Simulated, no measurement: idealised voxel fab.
The name of this process module is voxel tone inversion.
Section shown: cut. Width: 160 nm. Cell size: 5 nm, square.
Bands, listed from the top down, are how a cross-section gets written in this document; the cross-section itself is a grid of square cells, and a band is one or more rows of them. Read a band's entry like this: the first values are the height of its top and the height of its bottom in nm, and what follows is the sequence of materials from left to right, each with its width in nm. Note that "air" is empty space, and that a single material marked "edge to edge" reaches across the band from edge to edge. It should be noted that heights are counted from 0, beneath which the wafer as supplied is of one material throughout, and that the lowest band possesses no lower boundary but continues downward, as written in "0 -> down". Graded width ("30..40"): value in top row of band = first number; value in bottom row = second number; row-to-row change constant. A step reported as "all unchanged" is a step in which no cell of the cross-section changed. Under "Sealed void listing" you'll find the enclosed gaps, the ones with no way out to the top, that are 8 cells or bigger; each reads width x height at distance, with distance counted from the left edge, everything in nm. Post-settings text on a step line: simulator's own remark regarding the step. "overlay nm", when on a step's line for a step with a mask, measures how far to the right of its planned place the mask lay; a negative measure means to the left.

Set out below are the planned steps of the process:
- 1: RECEIVE | material Si
- 2: CONFORMAL_DEP | material SiN | thk nm 10
- 3: DIRECTIONAL_DEP | material aC | thk nm 15
- 4: PATTERN | tone cover | mask id POSTS | material resist | width nm 15 | pitch nm 40 | thk nm 20 | overlay nm 0
- 5: DIRECTIONAL_ETCH | etch materials aC | depth nm 15
- 6: STRIP | etch materials resist
- 7: FILL_DEP | material SiO2 | thk nm 5
- 8: CMP | height nm 25
- 9: STRIP | etch materials aC

Cross-section of the wafer upon arrival, representing the state reached after step 1:
0 -> down = Si edge to edge
Sealed void listing: none

First of two wafers, end-of-module section, run followed plan:
25 -> 10 = SiO2 30 nm, air 15 nm, SiO2 25 nm, air 15 nm, SiO2 25 nm, air 15 nm, SiO2 35 nm
10 -> 0 = SiN edge to edge
0 -> down = Si edge to edge
Sealed void listing: none

Cross-sectional image of the second wafer of the two following completion of the module. Starting state and process plan were the same as for the first wafer; one execution error occurred:
15 -> 10 = SiO2 30 nm, air 15 nm, SiO2 25 nm, air 15 nm, SiO2 25 nm, air 15 nm, SiO2 35 nm
10 -> 0 = SiN edge to edge
0 -> down = Si edge to edge
Sealed void listing: none
What was the processing mistake? not per plan at step 8, really ran CMP | height nm 15
Upon completion, the second wafer contains, in terms of cells, a greater or smaller amount of certain materials than the first wafer: SiO2 -46
